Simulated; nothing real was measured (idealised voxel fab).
This is a process module. Its name is voxel gate over fins.
The cross-section on display is named cut; it measures 165 nm wide, and its cells are 5 nm squares.
Each cross-section below is a grid of square cells, stated as bands in top-down order, with one or more rows of cells making up each band.
Top height, bottom height, nm. Materials left to right, width each, nm. Single material + "full width" = fills band edge to edge. "blank" = empty.
Counting heights begins at 0, where everything beneath is, in the wafer as received, one material. The lowest band has no bottom; it goes on downwards, as "0 down" shows.
Per-row width for "30..40": begins at first number (top row of band), ends at second number (bottom row), increment between rows held constant.
Where a step carries "identical to before", the cross-section came out of it unchanged, cell for cell.
In the "Enclosed cavities" entry, you get each enclosed empty space of 8 cells or more, one with no open way to the top, written width x height at distance, distance from the left edge, in nm.
Heads up: the bit after the settings on a step's line is the simulator's remark on that step.
"overlay nm", when on a step's line for a step with a mask, measures how far to the right of its planned place the mask lay; a negative measure means to the left.
# Here's what the planned process steps look like
step 1: RECEIVE (material Si)
step 2: CONFORMAL_DEP (material SiN; thk nm 5)
step 3: MASKED_ETCH (tone cover; mask id FINS; width nm 15; pitch nm 55; etch materials SiN; depth nm 5; overlay nm 0)
step 4: MASKED_ETCH (tone cover; mask id FINS; width nm 15; pitch nm 55; etch materials Si; depth nm 40; overlay nm 0)
step 5: OXIDIZE (depth nm 5)
step 6: FILL_DEP (material SiO2; thk nm 15)
step 7: CMP (height nm 5)
step 8: PATTERN (tone open; mask id RAIL; material resist; width nm 15; thk nm 15; overlay nm 0)
step 9: DIRECTIONAL_ETCH (etch materials SiO2; depth nm 40)
step 10: STRIP (etch materials resist)
step 11: CONFORMAL_DEP (material TiN; thk nm 5)
step 12: FILL_DEP (material W; thk nm 5)
step 13: CMP (height nm 5)
step 14: SELECTIVE_ETCH (etch materials W Ru TiN; depth nm 25)
step 15: FILL_DEP (material SiO2; thk nm 5)
step 16: CMP (height nm 5)
step 17: SELECTIVE_ETCH (etch materials SiO2; depth nm 15)
step 18: STRIP (etch materials SiN)
step 19: CONFORMAL_DEP (material HfO2; thk nm 5)
step 20: CONFORMAL_DEP (material TiN; thk nm 5)
step 21: CONFORMAL_DEP (material TiAl; thk nm 5)
step 22: CONFORMAL_DEP (material TiN; thk nm 5)
step 23: FILL_DEP (material W; thk nm 15)
step 24: CMP (height nm 30)
step 25: CONFORMAL_DEP (material SiN; thk nm 5)
# Wafer cross-section on receipt, i.e. after step 1
0 down | Si full width
Enclosed cavities: none
# First of two wafers: cross-section at end of module, run per plan
35 to 30 | SiN full width
30 to 20 | W full width
20 to 15 | 30 of W | 45 of TiN | 10 of W | 45 of TiN | 35 of W
15 to 10 | 30 of W | 5 of TiN | 35 of TiAl | 5 of TiN | 10 of W | 5 of TiN | 35 of TiAl | 5 of TiN | 35 of W
10 to 5 | 35 of TiN | 5 of TiAl | 25 of TiN | 5 of TiAl | 20 of TiN | 5 of TiAl | 25 of TiN | 5 of TiAl | 40 of TiN
5 to 0 | 40 of TiAl | 5 of TiN | 15 of HfO2 | 5 of TiN | 30 of TiAl | 5 of TiN | 15 of HfO2 | 5 of TiN | 45 of TiAl
0 to -5 | 45 of TiN | 5 of HfO2 | 5 of Si | 5 of HfO2 | 40 of TiN | 5 of HfO2 | 5 of Si | 5 of HfO2 | 50 of TiN
-5 to -10 | 50 of HfO2 | 5 of Si | 50 of HfO2 | 5 of Si | 55 of HfO2
-10 to -20 | 50 of SiO2 | 5 of Si | 50 of SiO2 | 5 of Si | 55 of SiO2
-20 to -30 | 50 of SiO2 | 5 of Si | 15 of SiO2 | 5 of TiN | 5 of W | 5 of TiN | 20 of SiO2 | 5 of Si | 55 of SiO2
-30 to -35 | 50 of SiO2 | 5 of Si | 15 of SiO2 | 15 of TiN | 20 of SiO2 | 5 of Si | 55 of SiO2
-35 to -45 | 50 of SiO2 | 5 of Si | 50 of SiO2 | 5 of Si | 55 of SiO2
-45 down | Si full width
Enclosed cavities: none
# Cross-section, wafer two of two, end of module: same start and plan as wafer one, one error in execution
35 to 30 | SiN full width
30 to 25 | W full width
25 to 20 | 25 of W | 110 of TiN | 30 of W
20 to 15 | 25 of W | 5 of TiN | 45 of TiAl | 10 of TiN | 45 of TiAl | 5 of TiN | 30 of W
15 to 10 | 25 of W | 5 of TiN | 5 of TiAl | 35 of TiN | 5 of TiAl | 10 of TiN | 5 of TiAl | 35 of TiN | 5 of TiAl | 5 of TiN | 30 of W
10 to 5 | 25 of W | 5 of TiN | 5 of TiAl | 5 of TiN | 25 of HfO2 | 5 of TiN | 5 of TiAl | 10 of TiN | 5 of TiAl | 5 of TiN | 25 of HfO2 | 5 of TiN | 5 of TiAl | 5 of TiN | 30 of W
5 to 0 | 25 of W | 5 of TiN | 5 of TiAl | 5 of TiN | 5 of HfO2 | 15 of SiN | 5 of HfO2 | 5 of TiN | 5 of TiAl | 10 of TiN | 5 of TiAl | 5 of TiN | 5 of HfO2 | 15 of SiN | 5 of HfO2 | 5 of TiN | 5 of TiAl | 5 of TiN | 30 of W
0 to -10 | 25 of W | 5 of TiN | 5 of TiAl | 5..10 of TiN | 10..5 of HfO2 | 5 of Si | 10..5 of HfO2 | 5..10 of TiN | 5 of TiAl | 10 of TiN | 5 of TiAl | 5..10 of TiN | 10..5 of HfO2 | 5 of Si | 10..5 of HfO2 | 5..10 of TiN | 5 of TiAl | 5 of TiN | 30 of W
-10 to -20 | 25 of W | 5..10 of TiN | 10..5 of TiAl | 5 of TiN | 5 of HfO2 | 5 of Si | 5 of HfO2 | 5 of TiN | 10..5 of TiAl | 10..20 of TiN | 10..5 of TiAl | 5 of TiN | 5 of HfO2 | 5 of Si | 5 of HfO2 | 5 of TiN | 10..5 of TiAl | 5..10 of TiN | 30 of W
-20 to -25 | 30 of W | 5 of TiN | 5 of TiAl | 5 of TiN | 5 of HfO2 | 5 of Si | 5 of HfO2 | 5 of TiN | 5 of TiAl | 5 of TiN | 10 of blank | 5 of TiN | 5 of TiAl | 5 of TiN | 5 of HfO2 | 5 of Si | 5 of HfO2 | 5 of TiN | 5 of TiAl | 5 of TiN | 35 of W
-25 to -30 | 35 of TiN | 5 of TiAl | 5 of TiN | 5 of HfO2 | 5 of Si | 5 of HfO2 | 5 of TiN | 5 of TiAl | 20 of TiN | 5 of TiAl | 5 of TiN | 5 of HfO2 | 5 of Si | 5 of HfO2 | 5 of TiN | 5 of TiAl | 40 of TiN
-30 to -35 | 40 of TiAl | 5 of TiN | 5 of HfO2 | 5 of Si | 5 of HfO2 | 5 of TiN | 30 of TiAl | 5 of TiN | 5 of HfO2 | 5 of Si | 5 of HfO2 | 5 of TiN | 45 of TiAl
-35 to -40 | 45 of TiN | 5 of HfO2 | 5 of Si | 5 of HfO2 | 40 of TiN | 5 of HfO2 | 5 of Si | 5 of HfO2 | 50 of TiN
-40 to -45 | 50 of HfO2 | 5 of Si | 50 of HfO2 | 5 of Si | 55 of HfO2
-45 down | Si full width
Enclosed cavities: none
Nonconformance to the process plan: step 18 was run on a setting that differed from the plan, and what really ran there is STRIP (etch materials SiO2)
Final tally in cells, some materials are higher or lower on the second wafer than on the first: +40 HfO2, +6 SiN, -208 SiO2, +40 TiAl, +73 TiN, +47 W
